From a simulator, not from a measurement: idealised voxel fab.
Module name: voxel capacitor over wiring (process module)
Square cell edge 5 nm, section width 155 nm, ID cut.
If you're reading a cross-section in this doc, picture square cells in a grid; it comes to you as bands, top ones listed first down to the bottom, and a band can be one or more rows of cells. Basically the band line says how high the top is and how high the bottom is, in nm, and then what's in it from left to right, every material with its width in nm. Empty space shows up as "empty", and if a single material carries "full width" it runs the full band edge to edge. Zero point of the height axis is 0; under it, received wafer = one material. Lowest band: continues down indefinitely, "0..down". Top row gets the first number, bottom row gets the second, and each row in between changes by the same step: that is how a band width like "30..40" works. "same as before" means the step left every cell of the cross-section as it was. Under "Trapped cavities" you'll find the enclosed gaps, the ones with no way out to the top, that are 8 cells or bigger; each reads width x height at distance, with distance counted from the left edge, everything in nm. Formally, on a step line, whatever follows the settings is a remark that the simulator itself makes on the step. overlay nm: mask right of planned place by this much (step with mask). Neg. = left. Before/after cross-section pairs, one process step each; after shown to lowest changed band; step and settings beneath. Pairs may be from different runs of this module on the same starting wafer; a pair continues from the one above only where its "Pre-step" entry says so.

Pre-step:
    100..85: SiO2 full width
    85..75: SiO2 25 nm, then TiN 75 nm, then SiO2 55 nm
    75..70: SiO2 25 nm, then SiN 75 nm, then SiO2 55 nm
    70..60: SiO2 20 nm, then TiN 85 nm, then SiO2 50 nm
    60..45: Cu 20 nm, then TiN 5 nm, then SiO2 15 nm, then TiN 5 nm, then Cu 110 nm
    45..40: TiN 25 nm, then SiO2 15 nm, then TiN 115 nm
    40..35: SiCN full width
    35..20: lowk 15 nm, then W 25 nm, then lowk 70 nm, then W 25 nm, then lowk 20 nm
    20..15: lowk 15 nm, then TiN 25 nm, then lowk 70 nm, then TiN 25 nm, then lowk 20 nm
    15..0: SiO2 full width
    0..down: Si full width
    Trapped cavities: none

Resulting Cross-Section:
    95..85: SiO2 full width
    Under 85: no change, same as before.
    Trapped cavities: none
Step that separates the before view from the after view above: CMP with height nm 95

Pre-step: equal to the after panel directly above.

Resulting Cross-Section:
    115..95: resist 35 nm, then empty 15 nm, then resist 105 nm
    Under 95: no change, same as before.
    Trapped cavities: none
Step that separates the before view from the after view above: PATTERN with tone open, mask id PLUG_2, material resist, width nm 15, thk nm 20, overlay nm 0

Pre-step: equal to the after panel directly above.

Resulting Cross-Section:
    115..95: resist 35 nm, then empty 15 nm, then resist 105 nm
    95..85: SiO2 35 nm, then empty 15 nm, then SiO2 105 nm
    Under 85: no change, same as before.
    Trapped cavities: none
Step that separates the before view from the after view above: DIRECTIONAL_ETCH with etch materials SiO2, depth nm 10

Pre-step: equal to the after panel directly above.

Resulting Cross-Section:
    95..85: SiO2 35 nm, then empty 15 nm, then SiO2 105 nm
    Under 85: no change, same as before.
    Trapped cavities: none
Step that separates the before view from the after view above: STRIP with etch materials resist

Pre-step: equal to the after panel directly above.

Resulting Cross-Section:
    100..95: TiN 40 nm, then empty 5 nm, then TiN 110 nm
    95..90: SiO2 35 nm, then TiN 5 nm, then empty 5 nm, then TiN 5 nm, then SiO2 105 nm
    90..85: SiO2 35 nm, then TiN 15 nm, then SiO2 105 nm
    Under 85: no change, same as before.
    Trapped cavities: none
Step that separates the before view from the after view above: CONFORMAL_DEP with material TiN, thk nm 5

Pre-step: equal to the after panel directly above.

Resulting Cross-Section:
    105..100: Ru full width
    100..95: TiN 40 nm, then Ru 5 nm, then TiN 110 nm
    95..90: SiO2 35 nm, then TiN 5 nm, then Ru 5 nm, then TiN 5 nm, then SiO2 105 nm
    Under 90: no change, same as before.
    Trapped cavities: none
Step that separates the before view from the after view above: FILL_DEP with material Ru, thk nm 5

Pre-step: equal to the after panel directly above.

Resulting Cross-Section:
    95..90: SiO2 35 nm, then TiN 5 nm, then Ru 5 nm, then TiN 5 nm, then SiO2 105 nm
    Under 90: no change, same as before.
    Trapped cavities: none
Step that separates the before view from the after view above: CMP with height nm 95

Pre-step: equal to the after panel directly above.

Resulting Cross-Section:
    100..95: SiCN full width
    Under 95: no change, same as before.
    Trapped cavities: none
Step that separates the before view from the after view above: CONFORMAL_DEP with material SiCN, thk nm 5
